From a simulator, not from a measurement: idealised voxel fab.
A process module follows: voxel self aligned vias.
Pictured: cross-section cut, 155 nm wide, on a grid of 5 nm square cells.
Reading order for cross-sections: top band down to bottom band. Underlying form: a grid of square cells. Band size: one or more rows of cells.
It is stipulated that each band's entry specify, in nanometres, the height of the top of the band and then that of its bottom, followed by the materials of the band in left-to-right sequence, each together with its width in nanometres. A single material marked by the word "everywhere" is understood to fill the band from edge to edge; the word "air" is understood to denote empty space.
Height is counted from the level 0, under which the received wafer is composed throughout of one material. The lowest of the bands is not closed at the bottom but continues downward, in the notation "top 0, no bottom".
Width spec "30->40" -> top row of cells at first value, bottom row at second value, equal per-row change in between.
Any step labelled "nothing got changed" changed none of the cells in the cross-section.
Enclosed voids (no open way to top), threshold 8 cells or more, entry "Fully closed voids", notation width x height at distance, distance from left edge, nm.
Note: text after step settings on the step line = simulator remark on that step.
The setting "overlay nm" may be written on the line of a step. When the step uses a mask, the value reports how far to the right of the planned place the mask lay, and a negative value reports that it lay to the left.

## This section lists the process steps that were planned
| 1 | RECEIVE | material Si |
| 2 | CONFORMAL_DEP | material SiO2 | thk nm 10 |
| 3 | CONFORMAL_DEP | material SiCN | thk nm 5 |
| 4 | DIRECTIONAL_DEP | material lowk | thk nm 25 |
| 5 | DIRECTIONAL_DEP | material aC | thk nm 15 |
| 6 | PATTERN | tone open | mask id LINES | material resist | width nm 20 | pitch nm 70 | thk nm 35 | overlay nm 0 |
| 7 | DIRECTIONAL_ETCH | etch materials aC | depth nm 15 |
| 8 | STRIP | etch materials resist |
| 9 | DIRECTIONAL_ETCH | etch materials lowk | depth nm 25 |
| 10 | STRIP | etch materials aC |
| 11 | CONFORMAL_DEP | material TiN | thk nm 5 |
| 12 | FILL_DEP | material Ru | thk nm 5 |
| 13 | CMP | height nm 40 |
| 14 | SELECTIVE_ETCH | etch materials W Ru TiN | depth nm 5 |
| 15 | FILL_DEP | material SiN | thk nm 10 |
| 16 | CMP | height nm 40 |
| 17 | DIRECTIONAL_DEP | material lowk | thk nm 15 |
| 18 | MASKED_ETCH | tone open | mask id VIAS | width nm 40 | etch materials lowk | depth nm 15 | overlay nm 0 |
| 19 | MASKED_ETCH | tone open | mask id VIAS | width nm 40 | etch materials SiN | depth nm 5 | overlay nm 0 |
| 20 | CONFORMAL_DEP | material TiN | thk nm 5 |
| 21 | FILL_DEP | material Cu | thk nm 10 |
| 22 | CMP | height nm 55 |
| 23 | CONFORMAL_DEP | material SiN | thk nm 5 |

## Cross-section of the wafer at receipt, which is the condition after step 1
top 0, no bottom | Si everywhere
Fully closed voids: none

## Module complete, cross-section. Starting point and plan per above. One mistake made in running the module
top 60, bottom 55 | SiN everywhere
top 55, bottom 40 | 20 nm lowk  5 nm TiN  30 nm Cu  5 nm TiN  95 nm lowk
top 40, bottom 35 | 20 nm lowk  40 nm TiN  40 nm lowk  20 nm SiN  35 nm lowk
top 35, bottom 25 | 20 nm lowk  15 nm TiN  10 nm Ru  15 nm TiN  40 nm lowk  5 nm TiN  10 nm Ru  5 nm TiN  35 nm lowk
top 25, bottom 20 | 30 nm lowk  5 nm TiN  10 nm Ru  5 nm TiN  50 nm lowk  5 nm TiN  10 nm Ru  5 nm TiN  35 nm lowk
top 20, bottom 15 | 30 nm lowk  20 nm TiN  50 nm lowk  20 nm TiN  35 nm lowk
top 15, bottom 10 | SiCN everywhere
top 10, bottom 0 | SiO2 everywhere
top 0, no bottom | Si everywhere
Fully closed voids: none
What went wrong in running the wafer? step 18 of the plan was performed twice
